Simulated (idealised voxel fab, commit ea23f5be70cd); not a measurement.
voxel released beams: a process module
The width of the displayed cross-section, cut, is 175 nm; its cells are square, with a size of 5 nm.
Reading order for cross-sections: top band down to bottom band. Underlying form: a grid of square cells. Band size: one or more rows of cells.
Each band's line starts with the height of the band's top and of its bottom, in nm. Then come its materials from left to right, each with its width in nm. One material with "edge to edge" fills the band from edge to edge. "empty" is empty space.
Heights are expressed relative to 0, this being the level below which the as-received wafer comprises one material exclusively. The lowest band is unbounded in the downward direction and is denoted as in "z 0 and below".
Quick explanation for "30..40": the width changes in equal steps down the rows of cells, from the first number in the band's top row to the second number in its bottom row.
What does "stayed the same" mean for a step? It means no cell of the cross-section changed in that step.
The entry titled "Closed void list" provides the empty spaces that have no open way to the top, restricted to those of 8 cells or more. Each is presented as width x height at distance, the distance being measured from the left edge, with all three in nm.
If you see something after the settings on a step's line, that's the simulator's own remark about that step.
overlay nm: mask right of planned place by this much (step with mask). Neg. = left.

Listed below are the process steps as planned
1. op RECEIVE | material Si
2. op CONFORMAL_DEP | material SiN | thk nm 5
3. op DIRECTIONAL_DEP | material SiO2 | thk nm 15
4. op PATTERN | tone open | mask id ANCHOR | material resist | width nm 25 | thk nm 15 | overlay nm 0
5. op DIRECTIONAL_ETCH | etch materials SiO2 | depth nm 15
6. op STRIP | etch materials resist
7. op CONFORMAL_DEP | material TiN | thk nm 10
8. op DIRECTIONAL_DEP | material aC | thk nm 15
9. op PATTERN | tone cover | mask id BEAM | material resist | width nm 95 | thk nm 30 | overlay nm 0
10. op DIRECTIONAL_ETCH | etch materials aC | depth nm 15
11. op STRIP | etch materials resist
12. op DIRECTIONAL_ETCH | etch materials TiN | depth nm 10
13. op STRIP | etch materials aC
14. op STRIP | etch materials SiO2

Below: the first of two wafers, run as planned

The cross-section here shows the wafer as received, i.e. in its state after step 1
> z 0 and below = Si edge to edge
> Closed void list: none

How the wafer stands in section after step 2
> z 5 to 0 = SiN edge to edge
> below 0: unchanged

How the wafer stands in section after step 3
> z 20 to 5 = SiO2 edge to edge
> below 5: unchanged

How the wafer stands in section after step 4
> z 35 to 20 = 40 nm resist, 25 nm empty, 110 nm resist
> below 20: unchanged

How the wafer stands in section after step 5
> z 35 to 20 = 40 nm resist, 25 nm empty, 110 nm resist
> z 20 to 5 = 40 nm SiO2, 25 nm empty, 110 nm SiO2
> below 5: unchanged

How the wafer stands in section after step 6
> z 20 to 5 = 40 nm SiO2, 25 nm empty, 110 nm SiO2
> below 5: unchanged

How the wafer stands in section after step 7
> z 30 to 20 = 50 nm TiN, 5 nm empty, 120 nm TiN
> z 20 to 15 = 40 nm SiO2, 10 nm TiN, 5 nm empty, 10 nm TiN, 110 nm SiO2
> z 15 to 5 = 40 nm SiO2, 25 nm TiN, 110 nm SiO2
> below 5: unchanged

How the wafer stands in section after step 8
> z 45 to 30 = 50 nm aC, 5 nm empty, 120 nm aC
> z 30 to 20 = 50 nm TiN, 5 nm aC, 120 nm TiN
> z 20 to 15 = 40 nm SiO2, 10 nm TiN, 5 nm aC, 10 nm TiN, 110 nm SiO2
> below 15: unchanged

How the wafer stands in section after step 9
> z 75 to 45 = 35 nm empty, 95 nm resist, 45 nm empty
> z 45 to 30 = 50 nm aC, 5 nm resist, 120 nm aC
> below 30: unchanged

How the wafer stands in section after step 10
> z 60 to 45 = 35 nm empty, 95 nm resist, 45 nm empty
> z 45 to 30 = 35 nm empty, 15 nm aC, 5 nm resist, 75 nm aC, 45 nm empty
> below 30: unchanged

How the wafer stands in section after step 11
> z 45 to 30 = 35 nm empty, 15 nm aC, 5 nm empty, 75 nm aC, 45 nm empty
> below 30: unchanged

How the wafer stands in section after step 12
> z 45 to 30 = 35 nm empty, 15 nm aC, 5 nm empty, 75 nm aC, 45 nm empty
> z 30 to 20 = 35 nm empty, 15 nm TiN, 5 nm aC, 75 nm TiN, 45 nm empty
> below 20: unchanged

How the wafer stands in section after step 13
> z 30 to 20 = 35 nm empty, 15 nm TiN, 5 nm empty, 75 nm TiN, 45 nm empty
> z 20 to 15 = 40 nm SiO2, 10 nm TiN, 5 nm empty, 10 nm TiN, 110 nm SiO2
> below 15: unchanged

How the wafer stands in section after step 14
> z 30 to 20 = 35 nm empty, 15 nm TiN, 5 nm empty, 75 nm TiN, 45 nm empty
> z 20 to 15 = 40 nm empty, 10 nm TiN, 5 nm empty, 10 nm TiN, 110 nm empty
> z 15 to 5 = 40 nm empty, 25 nm TiN, 110 nm empty
> below 5: unchanged

Regarding the second of the two wafers: it shared the first wafer's starting condition and process plan, yet one error occurred during its execution. Its history coincides with that of the first wafer up to and including step 1

Look at the second wafer in cross-section at the time step 2 ought to have finished
> z 15 to 0 = SiO2 edge to edge
> below 0: unchanged

Look at the second wafer in cross-section at the time step 3 ought to have finished
> z 20 to 15 = SiN edge to edge
> below 15: unchanged

Look at the second wafer in cross-section at the time step 4 ought to have finished
> z 35 to 20 = 40 nm resist, 25 nm empty, 110 nm resist
> below 20: unchanged

Look at the second wafer in cross-section at the time step 5 ought to have finished: stayed the same

Look at the second wafer in cross-section at the time step 6 ought to have finished
> z 20 to 15 = SiN edge to edge
> below 15: unchanged

Look at the second wafer in cross-section at the time step 7 ought to have finished
> z 30 to 20 = TiN edge to edge
> below 20: unchanged

Look at the second wafer in cross-section at the time step 8 ought to have finished
> z 45 to 30 = aC edge to edge
> below 30: unchanged

Look at the second wafer in cross-section at the time step 9 ought to have finished
> z 75 to 45 = 35 nm empty, 95 nm resist, 45 nm empty
> below 45: unchanged

Look at the second wafer in cross-section at the time step 10 ought to have finished
> z 60 to 45 = 35 nm empty, 95 nm resist, 45 nm empty
> z 45 to 30 = 35 nm empty, 95 nm aC, 45 nm empty
> below 30: unchanged

Look at the second wafer in cross-section at the time step 11 ought to have finished
> z 45 to 30 = 35 nm empty, 95 nm aC, 45 nm empty
> below 30: unchanged

Look at the second wafer in cross-section at the time step 12 ought to have finished
> z 45 to 30 = 35 nm empty, 95 nm aC, 45 nm empty
> z 30 to 20 = 35 nm empty, 95 nm TiN, 45 nm empty
> below 20: unchanged

Look at the second wafer in cross-section at the time step 13 ought to have finished
> z 30 to 20 = 35 nm empty, 95 nm TiN, 45 nm empty
> below 20: unchanged

Look at the second wafer in cross-section at the time step 14 ought to have finished: stayed the same
Nonconformance to the process plan: plan steps 2 and 3 run swapped
Wafer comparison, final, in cells, second relative to first, materials more or fewer: 105 more of SiO2, 12 fewer of TiN
